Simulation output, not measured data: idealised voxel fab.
process module | voxel wiring stack
cross-section cut | 205 nm wide | cells 5 nm
A cross-section is a grid of square cells, given in bands from the top down. A band is one or more rows of cells.
Each band's line starts with the height of the band's top and of its bottom, in nm. Then come its materials from left to right, each with its width in nm. One material with "throughout" fills the band from edge to edge. "air" is empty space.
Height 0 is the level under which the wafer as received is all one material. The lowest band goes on downwards, as in "0 down".
A width such as "30 to 40" changes by the same amount from each row of cells to the next, from the band's top row to its bottom row.
"no change" after a step means that no cell of the cross-section changed.
closed voids: empty space of 8 cells or more with no open way to the top, each as width x height at its distance from the left edge, in nm
after a step's settings: what the simulator itself notes on the step
overlay nm, on a step with a mask: how far to the right of its planned place the mask lay; to the left if negative
plan
1 op RECEIVE | material Si
2 op CONFORMAL_DEP | material SiO2 | thk nm 10
3 op DIRECTIONAL_DEP | material TiN | thk nm 5
4 op DIRECTIONAL_DEP | material W | thk nm 25
5 op DIRECTIONAL_DEP | material aC | thk nm 15
6 op PATTERN | tone cover | mask id METAL_1 | material resist | width nm 20 | pitch nm 40 | thk nm 35 | overlay nm 0
7 op DIRECTIONAL_ETCH | etch materials aC | depth nm 15
8 op STRIP | etch materials resist
9 op DIRECTIONAL_ETCH | etch materials W | depth nm 25
10 op DIRECTIONAL_ETCH | etch materials TiN | depth nm 5
11 op STRIP | etch materials aC
12 op FILL_DEP | material SiO2 | thk nm 5
13 op CMP | height nm 40
14 op CONFORMAL_DEP | material SiCN | thk nm 5
15 op DIRECTIONAL_DEP | material SiO2 | thk nm 30
16 op MASKED_ETCH | tone open | mask id METAL_2_HOLES | width nm 15 | pitch nm 40 | etch materials SiO2 | depth nm 30 | overlay nm 0
17 op MASKED_ETCH | tone open | mask id METAL_2 | width nm 20 | pitch nm 40 | etch materials SiO2 | depth nm 20 | overlay nm 0
18 op MASKED_ETCH | tone open | mask id METAL_2 | width nm 20 | pitch nm 40 | etch materials SiCN | depth nm 5 | overlay nm 0
19 op CONFORMAL_DEP | material TiN | thk nm 5
20 op FILL_DEP | material Ru | thk nm 5
21 op CMP | height nm 75
22 op CONFORMAL_DEP | material SiCN | thk nm 5
23 op DIRECTIONAL_DEP | material SiO2 | thk nm 20
24 op MASKED_ETCH | tone open | mask id PLUG_2 | width nm 15 | pitch nm 80 | etch materials SiO2 | depth nm 20 | overlay nm 0
25 op MASKED_ETCH | tone open | mask id PLUG_2 | width nm 15 | pitch nm 80 | etch materials SiCN | depth nm 5 | overlay nm 0
26 op CONFORMAL_DEP | material TiN | thk nm 5
27 op FILL_DEP | material W | thk nm 10
28 op CMP | height nm 100
29 op CONFORMAL_DEP | material SiN | thk nm 5
30 op DIRECTIONAL_DEP | material lowk | thk nm 20
31 op MASKED_ETCH | tone open | mask id METAL_3 | width nm 20 | pitch nm 40 | etch materials lowk | depth nm 20 | overlay nm 0
32 op MASKED_ETCH | tone open | mask id METAL_3 | width nm 20 | pitch nm 40 | etch materials SiN | depth nm 5 | overlay nm 0
33 op CONFORMAL_DEP | material TiN | thk nm 5
34 op FILL_DEP | material Cu | thk nm 5
35 op CMP | height nm 125
36 op CONFORMAL_DEP | material SiCN | thk nm 5
first wafer, as planned
as received, after step 1
  0 down: Si throughout
  closed voids: none
after step 2
  10 to 0: SiO2 throughout
  below 0: unchanged
after step 3
  15 to 10: TiN throughout
  below 10: unchanged
after step 4
  40 to 15: W throughout
  below 15: unchanged
after step 5
  55 to 40: aC throughout
  below 40: unchanged
after step 6
  90 to 55: air 30 | resist 20 | air 20 | resist 20 | air 20 | resist 20 | air 20 | resist 20 | air 35
  below 55: unchanged
after step 7
  75 to 55: air 30 | resist 20 | air 20 | resist 20 | air 20 | resist 20 | air 20 | resist 20 | air 35
  55 to 40: air 30 | aC 20 | air 20 | aC 20 | air 20 | aC 20 | air 20 | aC 20 | air 35
  below 40: unchanged
after step 8
  55 to 40: air 30 | aC 20 | air 20 | aC 20 | air 20 | aC 20 | air 20 | aC 20 | air 35
  below 40: unchanged
after step 9
  55 to 40: air 30 | aC 20 | air 20 | aC 20 | air 20 | aC 20 | air 20 | aC 20 | air 35
  40 to 15: air 30 | W 20 | air 20 | W 20 | air 20 | W 20 | air 20 | W 20 | air 35
  below 15: unchanged
after step 10
  55 to 40: air 30 | aC 20 | air 20 | aC 20 | air 20 | aC 20 | air 20 | aC 20 | air 35
  40 to 15: air 30 | W 20 | air 20 | W 20 | air 20 | W 20 | air 20 | W 20 | air 35
  15 to 10: air 30 | TiN 20 | air 20 | TiN 20 | air 20 | TiN 20 | air 20 | TiN 20 | air 35
  below 10: unchanged
after step 11
  40 to 15: air 30 | W 20 | air 20 | W 20 | air 20 | W 20 | air 20 | W 20 | air 35
  below 15: unchanged
after step 12
  45 to 40: SiO2 throughout
  40 to 15: SiO2 30 | W 20 | SiO2 20 | W 20 | SiO2 20 | W 20 | SiO2 20 | W 20 | SiO2 35
  15 to 10: SiO2 30 | TiN 20 | SiO2 20 | TiN 20 | SiO2 20 | TiN 20 | SiO2 20 | TiN 20 | SiO2 35
  below 10: unchanged
after step 13
  40 to 15: SiO2 30 | W 20 | SiO2 20 | W 20 | SiO2 20 | W 20 | SiO2 20 | W 20 | SiO2 35
  below 15: unchanged
after step 14
  45 to 40: SiCN throughout
  below 40: unchanged
after step 15
  75 to 45: SiO2 throughout
  below 45: unchanged
after step 16
  75 to 45: SiO2 30 | air 15 | SiO2 25 | air 15 | SiO2 25 | air 15 | SiO2 25 | air 15 | SiO2 40
  below 45: unchanged
after step 17
  75 to 55: SiO2 30 | air 20 | SiO2 20 | air 20 | SiO2 20 | air 20 | SiO2 20 | air 20 | SiO2 35
  below 55: unchanged
after step 18
  75 to 55: SiO2 30 | air 20 | SiO2 20 | air 20 | SiO2 20 | air 20 | SiO2 20 | air 20 | SiO2 35
  55 to 45: SiO2 30 | air 15 | SiO2 25 | air 15 | SiO2 25 | air 15 | SiO2 25 | air 15 | SiO2 40
  45 to 40: SiCN 30 | air 15 | SiCN 25 | air 15 | SiCN 25 | air 15 | SiCN 25 | air 15 | SiCN 40
  below 40: unchanged
after step 19
  80 to 75: TiN 35 | air 10 | TiN 30 | air 10 | TiN 30 | air 10 | TiN 30 | air 10 | TiN 40
  75 to 60: SiO2 30 | TiN 5 | air 10 | TiN 5 | SiO2 20 | TiN 5 | air 10 | TiN 5 | SiO2 20 | TiN 5 | air 10 | TiN 5 | SiO2 20 | TiN 5 | air 10 | TiN 5 | SiO2 35
  60 to 55: SiO2 30 | TiN 5 | air 5 | TiN 10 | SiO2 20 | TiN 5 | air 5 | TiN 10 | SiO2 20 | TiN 5 | air 5 | TiN 10 | SiO2 20 | TiN 5 | air 5 | TiN 10 | SiO2 35
  55 to 45: SiO2 30 | TiN 5 | air 5 | TiN 5 | SiO2 25 | TiN 5 | air 5 | TiN 5 | SiO2 25 | TiN 5 | air 5 | TiN 5 | SiO2 25 | TiN 5 | air 5 | TiN 5 | SiO2 40
  45 to 40: SiCN 30 | TiN 15 | SiCN 25 | TiN 15 | SiCN 25 | TiN 15 | SiCN 25 | TiN 15 | SiCN 40
  below 40: unchanged
after step 20
  85 to 80: Ru throughout
  80 to 75: TiN 35 | Ru 10 | TiN 30 | Ru 10 | TiN 30 | Ru 10 | TiN 30 | Ru 10 | TiN 40
  75 to 60: SiO2 30 | TiN 5 | Ru 10 | TiN 5 | SiO2 20 | TiN 5 | Ru 10 | TiN 5 | SiO2 20 | TiN 5 | Ru 10 | TiN 5 | SiO2 20 | TiN 5 | Ru 10 | TiN 5 | SiO2 35
  60 to 55: SiO2 30 | TiN 5 | Ru 5 | TiN 10 | SiO2 20 | TiN 5 | Ru 5 | TiN 10 | SiO2 20 | TiN 5 | Ru 5 | TiN 10 | SiO2 20 | TiN 5 | Ru 5 | TiN 10 | SiO2 35
  55 to 45: SiO2 30 | TiN 5 | Ru 5 | TiN 5 | SiO2 25 | TiN 5 | Ru 5 | TiN 5 | SiO2 25 | TiN 5 | Ru 5 | TiN 5 | SiO2 25 | TiN 5 | Ru 5 | TiN 5 | SiO2 40
  below 45: unchanged
after step 21
  75 to 60: SiO2 30 | TiN 5 | Ru 10 | TiN 5 | SiO2 20 | TiN 5 | Ru 10 | TiN 5 | SiO2 20 | TiN 5 | Ru 10 | TiN 5 | SiO2 20 | TiN 5 | Ru 10 | TiN 5 | SiO2 35
  below 60: unchanged
after step 22
  80 to 75: SiCN throughout
  below 75: unchanged
after step 23
  100 to 80: SiO2 throughout
  below 80: unchanged
after step 24
  100 to 80: SiO2 30 | air 15 | SiO2 65 | air 15 | SiO2 80
  below 80: unchanged
after step 25
  100 to 80: SiO2 30 | air 15 | SiO2 65 | air 15 | SiO2 80
  80 to 75: SiCN 30 | air 15 | SiCN 65 | air 15 | SiCN 80
  below 75: unchanged
after step 26
  105 to 100: TiN 35 | air 5 | TiN 75 | air 5 | TiN 85
  100 to 80: SiO2 30 | TiN 5 | air 5 | TiN 5 | SiO2 65 | TiN 5 | air 5 | TiN 5 | SiO2 80
  80 to 75: SiCN 30 | TiN 15 | SiCN 65 | TiN 15 | SiCN 80
  below 75: unchanged
after step 27
  115 to 105: W throughout
  105 to 100: TiN 35 | W 5 | TiN 75 | W 5 | TiN 85
  100 to 80: SiO2 30 | TiN 5 | W 5 | TiN 5 | SiO2 65 | TiN 5 | W 5 | TiN 5 | SiO2 80
  below 80: unchanged
after step 28
  100 to 80: SiO2 30 | TiN 5 | W 5 | TiN 5 | SiO2 65 | TiN 5 | W 5 | TiN 5 | SiO2 80
  below 80: unchanged
after step 29
  105 to 100: SiN throughout
  below 100: unchanged
after step 30
  125 to 105: lowk throughout
  below 105: unchanged
after step 31
  125 to 105: lowk 30 | air 20 | lowk 20 | air 20 | lowk 20 | air 20 | lowk 20 | air 20 | lowk 35
  below 105: unchanged
after step 32
  125 to 105: lowk 30 | air 20 | lowk 20 | air 20 | lowk 20 | air 20 | lowk 20 | air 20 | lowk 35
  105 to 100: SiN 30 | air 20 | SiN 20 | air 20 | SiN 20 | air 20 | SiN 20 | air 20 | SiN 35
  below 100: unchanged
after step 33
  130 to 125: TiN 35 | air 10 | TiN 30 | air 10 | TiN 30 | air 10 | TiN 30 | air 10 | TiN 40
  125 to 105: lowk 30 | TiN 5 | air 10 | TiN 5 | lowk 20 | TiN 5 | air 10 | TiN 5 | lowk 20 | TiN 5 | air 10 | TiN 5 | lowk 20 | TiN 5 | air 10 | TiN 5 | lowk 35
  105 to 100: SiN 30 | TiN 20 | SiN 20 | TiN 20 | SiN 20 | TiN 20 | SiN 20 | TiN 20 | SiN 35
  below 100: unchanged
after step 34
  135 to 130: Cu throughout
  130 to 125: TiN 35 | Cu 10 | TiN 30 | Cu 10 | TiN 30 | Cu 10 | TiN 30 | Cu 10 | TiN 40
  125 to 105: lowk 30 | TiN 5 | Cu 10 | TiN 5 | lowk 20 | TiN 5 | Cu 10 | TiN 5 | lowk 20 | TiN 5 | Cu 10 | TiN 5 | lowk 20 | TiN 5 | Cu 10 | TiN 5 | lowk 35
  below 105: unchanged
after step 35
  125 to 105: lowk 30 | TiN 5 | Cu 10 | TiN 5 | lowk 20 | TiN 5 | Cu 10 | TiN 5 | lowk 20 | TiN 5 | Cu 10 | TiN 5 | lowk 20 | TiN 5 | Cu 10 | TiN 5 | lowk 35
  below 105: unchanged
after step 36
  130 to 125: SiCN throughout
  below 125: unchanged
second wafer: like start, like plan, one mistake. Through step 1 it matches the first wafer
when step 2 should have ended
  5 to 0: TiN throughout
  below 0: unchanged
when step 3 should have ended
  15 to 5: SiO2 throughout
  below 5: unchanged
when step 4 should have ended
  40 to 15: W throughout
  below 15: unchanged
when step 5 should have ended
  55 to 40: aC throughout
  below 40: unchanged
when step 6 should have ended
  90 to 55: air 30 | resist 20 | air 20 | resist 20 | air 20 | resist 20 | air 20 | resist 20 | air 35
  below 55: unchanged
when step 7 should have ended
  75 to 55: air 30 | resist 20 | air 20 | resist 20 | air 20 | resist 20 | air 20 | resist 20 | air 35
  55 to 40: air 30 | aC 20 | air 20 | aC 20 | air 20 | aC 20 | air 20 | aC 20 | air 35
  below 40: unchanged
when step 8 should have ended
  55 to 40: air 30 | aC 20 | air 20 | aC 20 | air 20 | aC 20 | air 20 | aC 20 | air 35
  below 40: unchanged
when step 9 should have ended
  55 to 40: air 30 | aC 20 | air 20 | aC 20 | air 20 | aC 20 | air 20 | aC 20 | air 35
  40 to 15: air 30 | W 20 | air 20 | W 20 | air 20 | W 20 | air 20 | W 20 | air 35
  below 15: unchanged
when step 10 should have ended: no change
when step 11 should have ended
  40 to 15: air 30 | W 20 | air 20 | W 20 | air 20 | W 20 | air 20 | W 20 | air 35
  below 15: unchanged
when step 12 should have ended
  45 to 40: SiO2 throughout
  40 to 15: SiO2 30 | W 20 | SiO2 20 | W 20 | SiO2 20 | W 20 | SiO2 20 | W 20 | SiO2 35
  below 15: unchanged
when step 13 should have ended
  40 to 15: SiO2 30 | W 20 | SiO2 20 | W 20 | SiO2 20 | W 20 | SiO2 20 | W 20 | SiO2 35
  below 15: unchanged
when step 14 should have ended
  45 to 40: SiCN throughout
  below 40: unchanged
when step 15 should have ended
  75 to 45: SiO2 throughout
  below 45: unchanged
when step 16 should have ended
  75 to 45: SiO2 30 | air 15 | SiO2 25 | air 15 | SiO2 25 | air 15 | SiO2 25 | air 15 | SiO2 40
  below 45: unchanged
when step 17 should have ended
  75 to 55: SiO2 30 | air 20 | SiO2 20 | air 20 | SiO2 20 | air 20 | SiO2 20 | air 20 | SiO2 35
  below 55: unchanged
when step 18 should have ended
  75 to 55: SiO2 30 | air 20 | SiO2 20 | air 20 | SiO2 20 | air 20 | SiO2 20 | air 20 | SiO2 35
  55 to 45: SiO2 30 | air 15 | SiO2 25 | air 15 | SiO2 25 | air 15 | SiO2 25 | air 15 | SiO2 40
  45 to 40: SiCN 30 | air 15 | SiCN 25 | air 15 | SiCN 25 | air 15 | SiCN 25 | air 15 | SiCN 40
  below 40: unchanged
when step 19 should have ended
  80 to 75: TiN 35 | air 10 | TiN 30 | air 10 | TiN 30 | air 10 | TiN 30 | air 10 | TiN 40
  75 to 60: SiO2 30 | TiN 5 | air 10 | TiN 5 | SiO2 20 | TiN 5 | air 10 | TiN 5 | SiO2 20 | TiN 5 | air 10 | TiN 5 | SiO2 20 | TiN 5 | air 10 | TiN 5 | SiO2 35
  60 to 55: SiO2 30 | TiN 5 | air 5 | TiN 10 | SiO2 20 | TiN 5 | air 5 | TiN 10 | SiO2 20 | TiN 5 | air 5 | TiN 10 | SiO2 20 | TiN 5 | air 5 | TiN 10 | SiO2 35
  55 to 45: SiO2 30 | TiN 5 | air 5 | TiN 5 | SiO2 25 | TiN 5 | air 5 | TiN 5 | SiO2 25 | TiN 5 | air 5 | TiN 5 | SiO2 25 | TiN 5 | air 5 | TiN 5 | SiO2 40
  45 to 40: SiCN 30 | TiN 15 | SiCN 25 | TiN 15 | SiCN 25 | TiN 15 | SiCN 25 | TiN 15 | SiCN 40
  below 40: unchanged
when step 20 should have ended
  85 to 80: Ru throughout
  80 to 75: TiN 35 | Ru 10 | TiN 30 | Ru 10 | TiN 30 | Ru 10 | TiN 30 | Ru 10 | TiN 40
  75 to 60: SiO2 30 | TiN 5 | Ru 10 | TiN 5 | SiO2 20 | TiN 5 | Ru 10 | TiN 5 | SiO2 20 | TiN 5 | Ru 10 | TiN 5 | SiO2 20 | TiN 5 | Ru 10 | TiN 5 | SiO2 35
  60 to 55: SiO2 30 | TiN 5 | Ru 5 | TiN 10 | SiO2 20 | TiN 5 | Ru 5 | TiN 10 | SiO2 20 | TiN 5 | Ru 5 | TiN 10 | SiO2 20 | TiN 5 | Ru 5 | TiN 10 | SiO2 35
  55 to 45: SiO2 30 | TiN 5 | Ru 5 | TiN 5 | SiO2 25 | TiN 5 | Ru 5 | TiN 5 | SiO2 25 | TiN 5 | Ru 5 | TiN 5 | SiO2 25 | TiN 5 | Ru 5 | TiN 5 | SiO2 40
  below 45: unchanged
when step 21 should have ended
  75 to 60: SiO2 30 | TiN 5 | Ru 10 | TiN 5 | SiO2 20 | TiN 5 | Ru 10 | TiN 5 | SiO2 20 | TiN 5 | Ru 10 | TiN 5 | SiO2 20 | TiN 5 | Ru 10 | TiN 5 | SiO2 35
  below 60: unchanged
when step 22 should have ended
  80 to 75: SiCN throughout
  below 75: unchanged
when step 23 should have ended
  100 to 80: SiO2 throughout
  below 80: unchanged
when step 24 should have ended
  100 to 80: SiO2 30 | air 15 | SiO2 65 | air 15 | SiO2 80
  below 80: unchanged
when step 25 should have ended
  100 to 80: SiO2 30 | air 15 | SiO2 65 | air 15 | SiO2 80
  80 to 75: SiCN 30 | air 15 | SiCN 65 | air 15 | SiCN 80
  below 75: unchanged
when step 26 should have ended
  105 to 100: TiN 35 | air 5 | TiN 75 | air 5 | TiN 85
  100 to 80: SiO2 30 | TiN 5 | air 5 | TiN 5 | SiO2 65 | TiN 5 | air 5 | TiN 5 | SiO2 80
  80 to 75: SiCN 30 | TiN 15 | SiCN 65 | TiN 15 | SiCN 80
  below 75: unchanged
when step 27 should have ended
  115 to 105: W throughout
  105 to 100: TiN 35 | W 5 | TiN 75 | W 5 | TiN 85
  100 to 80: SiO2 30 | TiN 5 | W 5 | TiN 5 | SiO2 65 | TiN 5 | W 5 | TiN 5 | SiO2 80
  below 80: unchanged
when step 28 should have ended
  100 to 80: SiO2 30 | TiN 5 | W 5 | TiN 5 | SiO2 65 | TiN 5 | W 5 | TiN 5 | SiO2 80
  below 80: unchanged
when step 29 should have ended
  105 to 100: SiN throughout
  below 100: unchanged
when step 30 should have ended
  125 to 105: lowk throughout
  below 105: unchanged
when step 31 should have ended
  125 to 105: lowk 30 | air 20 | lowk 20 | air 20 | lowk 20 | air 20 | lowk 20 | air 20 | lowk 35
  below 105: unchanged
when step 32 should have ended
  125 to 105: lowk 30 | air 20 | lowk 20 | air 20 | lowk 20 | air 20 | lowk 20 | air 20 | lowk 35
  105 to 100: SiN 30 | air 20 | SiN 20 | air 20 | SiN 20 | air 20 | SiN 20 | air 20 | SiN 35
  below 100: unchanged
when step 33 should have ended
  130 to 125: TiN 35 | air 10 | TiN 30 | air 10 | TiN 30 | air 10 | TiN 30 | air 10 | TiN 40
  125 to 105: lowk 30 | TiN 5 | air 10 | TiN 5 | lowk 20 | TiN 5 | air 10 | TiN 5 | lowk 20 | TiN 5 | air 10 | TiN 5 | lowk 20 | TiN 5 | air 10 | TiN 5 | lowk 35
  105 to 100: SiN 30 | TiN 20 | SiN 20 | TiN 20 | SiN 20 | TiN 20 | SiN 20 | TiN 20 | SiN 35
  below 100: unchanged
when step 34 should have ended
  135 to 130: Cu throughout
  130 to 125: TiN 35 | Cu 10 | TiN 30 | Cu 10 | TiN 30 | Cu 10 | TiN 30 | Cu 10 | TiN 40
  125 to 105: lowk 30 | TiN 5 | Cu 10 | TiN 5 | lowk 20 | TiN 5 | Cu 10 | TiN 5 | lowk 20 | TiN 5 | Cu 10 | TiN 5 | lowk 20 | TiN 5 | Cu 10 | TiN 5 | lowk 35
  below 105: unchanged
when step 35 should have ended
  125 to 105: lowk 30 | TiN 5 | Cu 10 | TiN 5 | lowk 20 | TiN 5 | Cu 10 | TiN 5 | lowk 20 | TiN 5 | Cu 10 | TiN 5 | lowk 20 | TiN 5 | Cu 10 | TiN 5 | lowk 35
  below 105: unchanged
when step 36 should have ended
  130 to 125: SiCN throughout
  below 125: unchanged
what went wrong: steps 2 and 3 were swapped
at the end the second wafer has, in cells: 25 fewer of SiO2 | 25 more of TiN
